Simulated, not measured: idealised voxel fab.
process module | voxel transistor to metal
cross-section cut | 160 nm wide | cells 5 nm
A cross-section is a grid of square cells, given in bands from the top down. A band is one or more rows of cells.
Each band's line starts with the height of the band's top and of its bottom, in nm. Then come its materials from left to right, each with its width in nm. One material with "throughout" fills the band from edge to edge. "air" is empty space.
Height 0 is the level under which the wafer as received is all one material. The lowest band goes on downwards, as in "0 down".
A width such as "30 to 40" changes by the same amount from each row of cells to the next, from the band's top row to its bottom row.
"no change" after a step means that no cell of the cross-section changed.
closed voids: empty space of 8 cells or more with no open way to the top, each as width x height at its distance from the left edge, in nm
after a step's settings: what the simulator itself notes on the step
overlay nm, on a step with a mask: how far to the right of its planned place the mask lay; to the left if negative
plan
1 op RECEIVE | material Si
2 op CONFORMAL_DEP | material SiO2 | thk nm 5
3 op CONFORMAL_DEP | material SiN | thk nm 10
4 op MASKED_ETCH | tone cover | mask id ACTIVE | width nm 125 | etch materials SiN | depth nm 10 | overlay nm 0
5 op MASKED_ETCH | tone cover | mask id ACTIVE | width nm 125 | etch materials SiO2 | depth nm 5 | overlay nm 0
6 op MASKED_ETCH | tone cover | mask id ACTIVE | width nm 125 | etch materials Si | depth nm 20 | overlay nm 0
7 op OXIDIZE | depth nm 5
8 op FILL_DEP | material SiO2 | thk nm 5
9 op CMP | height nm 15
10 op SELECTIVE_ETCH | etch materials SiO2 | depth nm 10
11 op STRIP | etch materials SiN
12 op SELECTIVE_ETCH | etch materials SiO2 | depth nm 5
13 op OXIDIZE | depth nm 5
14 op DIRECTIONAL_DEP | material polySi | thk nm 25
15 op DIRECTIONAL_DEP | material SiCN | thk nm 15
16 op PATTERN | tone cover | mask id GATE | material resist | width nm 35 | thk nm 15 | overlay nm 0
17 op DIRECTIONAL_ETCH | etch materials SiCN | depth nm 25
18 op DIRECTIONAL_ETCH | etch materials polySi | depth nm 35
19 op STRIP | etch materials resist
20 op CONFORMAL_DEP | material SiO2 | thk nm 5
21 op DIRECTIONAL_ETCH | etch materials SiO2 | depth nm 5
22 op CONFORMAL_DEP | material SiN | thk nm 10
23 op DIRECTIONAL_ETCH | etch materials SiN | depth nm 10
24 op DIRECTIONAL_ETCH | etch materials SiO2 | depth nm 5
25 op EPI | material SiGe | thk nm 5
26 op FILL_DEP | material SiO2 | thk nm 5
27 op CMP | height nm 25
28 op STRIP | etch materials polySi
29 op SELECTIVE_ETCH | etch materials SiO2 | depth nm 5
30 op CONFORMAL_DEP | material HfO2 | thk nm 5
31 op CONFORMAL_DEP | material TiN | thk nm 5
32 op FILL_DEP | material W | thk nm 10
33 op CMP | height nm 20
34 op DIRECTIONAL_DEP | material SiO2 | thk nm 15
35 op MASKED_ETCH | tone open | mask id CONTACT | width nm 20 | pitch nm 85 | etch materials SiO2 | depth nm 35 | overlay nm 0
36 op CONFORMAL_DEP | material TiN | thk nm 5
37 op FILL_DEP | material Ru | thk nm 5
38 op CMP | height nm 35
39 op CONFORMAL_DEP | material SiCN | thk nm 5
40 op DIRECTIONAL_DEP | material SiO2 | thk nm 20
41 op DIRECTIONAL_DEP | material aC | thk nm 10
42 op PATTERN | tone open | mask id METAL_1 | material resist | width nm 20 | pitch nm 85 | thk nm 25 | overlay nm 0
43 op DIRECTIONAL_ETCH | etch materials aC | depth nm 10
44 op STRIP | etch materials resist
45 op DIRECTIONAL_ETCH | etch materials SiO2 | depth nm 20
46 op DIRECTIONAL_ETCH | etch materials SiCN | depth nm 5
47 op STRIP | etch materials aC
48 op CONFORMAL_DEP | material TiN | thk nm 5
49 op FILL_DEP | material Cu | thk nm 5
50 op CMP | height nm 60
51 op CONFORMAL_DEP | material SiCN | thk nm 5
52 op DIRECTIONAL_DEP | material lowk | thk nm 25
53 op PATTERN | tone open | mask id METAL_2 | material resist | width nm 20 | pitch nm 85 | thk nm 20 | overlay nm 0
54 op DIRECTIONAL_ETCH | etch materials lowk | depth nm 15
55 op STRIP | etch materials resist
56 op MASKED_ETCH | tone open | mask id METAL_2_HOLES | width nm 15 | pitch nm 85 | etch materials lowk | depth nm 10 | overlay nm 0
57 op MASKED_ETCH | tone open | mask id METAL_2_HOLES | width nm 15 | pitch nm 85 | etch materials SiCN | depth nm 5 | overlay nm 0
58 op CONFORMAL_DEP | material TiN | thk nm 5
59 op FILL_DEP | material Cu | thk nm 10
60 op CMP | height nm 90
61 op CONFORMAL_DEP | material SiN | thk nm 5
as received, after step 1
  0 down: Si throughout
  closed voids: none
a wafer at the end: this start, this plan, one mistake
  95 to 90: SiN throughout
  90 to 80: lowk 25 | TiN 5 | Cu 10 | TiN 5 | lowk 65 | TiN 5 | Cu 10 | TiN 5 | lowk 30
  80 to 75: lowk 25 | TiN 5 | Cu 5 | TiN 10 | lowk 65 | TiN 5 | Cu 5 | TiN 10 | lowk 30
  75 to 65: lowk 25 | TiN 5 | Cu 5 | TiN 5 | lowk 70 | TiN 5 | Cu 5 | TiN 5 | lowk 35
  65 to 60: SiCN 25 | TiN 15 | SiCN 70 | TiN 15 | SiCN 35
  60 to 40: SiO2 25 | TiN 5 | Cu 10 | TiN 5 | SiO2 65 | TiN 5 | Cu 10 | TiN 5 | SiO2 30
  40 to 35: SiCN 25 | TiN 20 | SiCN 65 | TiN 20 | SiCN 30
  35 to 20: SiO2 25 | TiN 5 | Ru 10 | TiN 5 | SiO2 65 | TiN 5 | Ru 10 | TiN 5 | SiO2 30
  20 to 5: SiO2 25 | TiN 5 | Ru 10 | TiN 5 | SiN 10 | TiN 5 | W 35 | TiN 5 | SiN 10 | TiN 5 | Ru 10 | TiN 5 | SiO2 30
  5 to 0: SiO2 25 | TiN 20 | SiN 10 | TiN 5 | W 35 | TiN 5 | SiN 10 | TiN 20 | SiO2 30
  0 to -5: SiO2 15 | SiGe 30 | SiO2 10 | TiN 45 | SiO2 10 | SiGe 30 | SiO2 20
  -5 to -25: SiO2 20 | Si 115 | SiO2 25
  -25 down: Si throughout
  closed voids: none
what went wrong: step 30 was left out
